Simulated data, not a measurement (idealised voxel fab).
process module | voxel capacitor over wiring
Pictured: cross-section cut, 245 nm wide, on a grid of 5 nm square cells.
A cross-section in this document is a grid of square cells, and it is written down as bands, the top band listed before the ones below it; a band is made up of one or more rows of cells.
Within each band entry, the heights of the top and of the bottom of the band appear first, in that order and in nm; the materials of the band then follow from left to right, each with its corresponding width in nm. The designation "edge to edge" on a single material indicates that it fills the band from edge to edge; the designation "air" indicates empty space.
Note: height 0 marks the level under which the wafer is uniformly one material as received. Lowest band unbounded below, written "z 0 and below".
It should be noted that a width expressed as "30 to 40" varies in equal increments from row to row of cells within the band, taking the value of the first number at the top row and that of the second number at the bottom row.
Step note "remains unaltered" = no cross-section cell changed.
Closed internal cavities: empty space of 8 cells or more with no open way to the top, each as width x height at its distance from the left edge, in nm
Past the settings on a step's line: simulator remark, on that step.
A step line may carry the setting "overlay nm", which, for steps involving a mask, states the distance by which the mask lay to the right of its intended position; negative values denote displacement to the left.
### So here's the lineup of process steps we planned
1. RECEIVE | material Si
2. CONFORMAL_DEP | material SiO2 | thk nm 15
3. CONFORMAL_DEP | material SiCN | thk nm 5
4. DIRECTIONAL_DEP | material lowk | thk nm 25
5. DIRECTIONAL_DEP | material aC | thk nm 15
6. PATTERN | tone open | mask id METAL_1 | material resist | width nm 20 | pitch nm 90 | thk nm 35 | overlay nm 0
7. DIRECTIONAL_ETCH | etch materials aC | depth nm 15
8. STRIP | etch materials resist
9. DIRECTIONAL_ETCH | etch materials lowk | depth nm 25
10. DIRECTIONAL_ETCH | etch materials SiCN | depth nm 5
11. STRIP | etch materials aC
12. CONFORMAL_DEP | material TiN | thk nm 5
13. FILL_DEP | material Cu | thk nm 5
14. CMP | height nm 45
15. EPI | material Ru | thk nm 5
16. FILL_DEP | material SiCN | thk nm 5
17. DIRECTIONAL_DEP | material SiO2 | thk nm 20
18. PATTERN | tone open | mask id PLUG_1 | material resist | width nm 15 | thk nm 20 | overlay nm -15
19. DIRECTIONAL_ETCH | etch materials SiO2 | depth nm 20
20. DIRECTIONAL_ETCH | etch materials SiCN | depth nm 5
21. STRIP | etch materials resist
22. EPI | material Ru | thk nm 10
23. EPI | material Ru | thk nm 10
24. EPI | material Ru | thk nm 5
25. DIRECTIONAL_DEP | material TiN | thk nm 5
26. DIRECTIONAL_DEP | material Al2O3 | thk nm 5
27. DIRECTIONAL_DEP | material TiN | thk nm 5
28. MASKED_ETCH | tone cover | mask id UPPER_PLATE | width nm 75 | etch materials TiN | depth nm 5 | overlay nm 0
29. MASKED_ETCH | tone cover | mask id UPPER_PLATE | width nm 75 | etch materials Al2O3 | depth nm 5 | overlay nm 0
30. DIRECTIONAL_DEP | material aC | thk nm 15
31. PATTERN | tone cover | mask id LOWER_PLATE | material resist | width nm 85 | thk nm 30 | overlay nm 0
32. DIRECTIONAL_ETCH | etch materials aC | depth nm 15
33. STRIP | etch materials resist
34. DIRECTIONAL_ETCH | etch materials TiN | depth nm 5
35. STRIP | etch materials aC
36. FILL_DEP | material SiO2 | thk nm 20
37. CMP | height nm 105
38. DIRECTIONAL_DEP | material aC | thk nm 15
39. PATTERN | tone open | mask id PLUG_2 | material resist | width nm 15 | thk nm 35 | overlay nm 0
40. DIRECTIONAL_ETCH | etch materials aC | depth nm 15
41. STRIP | etch materials resist
42. DIRECTIONAL_ETCH | etch materials SiO2 | depth nm 15
43. STRIP | etch materials aC
44. CONFORMAL_DEP | material TiN | thk nm 5
45. FILL_DEP | material Cu | thk nm 10
46. CMP | height nm 105
47. CONFORMAL_DEP | material SiN | thk nm 5
Among the wafers covered here, the point of difference is the overlay nm at step 18; their starting state is shared, and the plan presents the value of the first wafer.
### As-received cross-section, first of several wafers, post step 1
  z 0 and below: Si edge to edge
  Closed internal cavities: none
### Take any row and you have a wafer at the end of the module: how many cells of each material it has gained (+) or lost (-) since it was received, and then its closed voids
overlay nm -15; +15 Al2O3; +22 Cu; +27 Ru; +124 SiCN; +49 SiN; +569 SiO2; +67 TiN; +205 lowk; Closed internal cavities: none
overlay nm -10; +15 Al2O3; +22 Cu; +27 Ru; +124 SiCN; +49 SiN; +569 SiO2; +67 TiN; +205 lowk; Closed internal cavities: none
overlay nm -5; +15 Al2O3; +22 Cu; +27 Ru; +124 SiCN; +49 SiN; +569 SiO2; +67 TiN; +205 lowk; Closed internal cavities: none
overlay nm 0; +15 Al2O3; +22 Cu; +27 Ru; +124 SiCN; +49 SiN; +569 SiO2; +67 TiN; +205 lowk; Closed internal cavities: none
overlay nm 5; +15 Al2O3; +22 Cu; +27 Ru; +124 SiCN; +49 SiN; +569 SiO2; +67 TiN; +205 lowk; Closed internal cavities: none
overlay nm 10; +15 Al2O3; +22 Cu; +27 Ru; +124 SiCN; +49 SiN; +569 SiO2; +67 TiN; +205 lowk; Closed internal cavities: none
overlay nm 15; +15 Al2O3; +22 Cu; +27 Ru; +124 SiCN; +49 SiN; +569 SiO2; +67 TiN; +205 lowk; Closed internal cavities: none
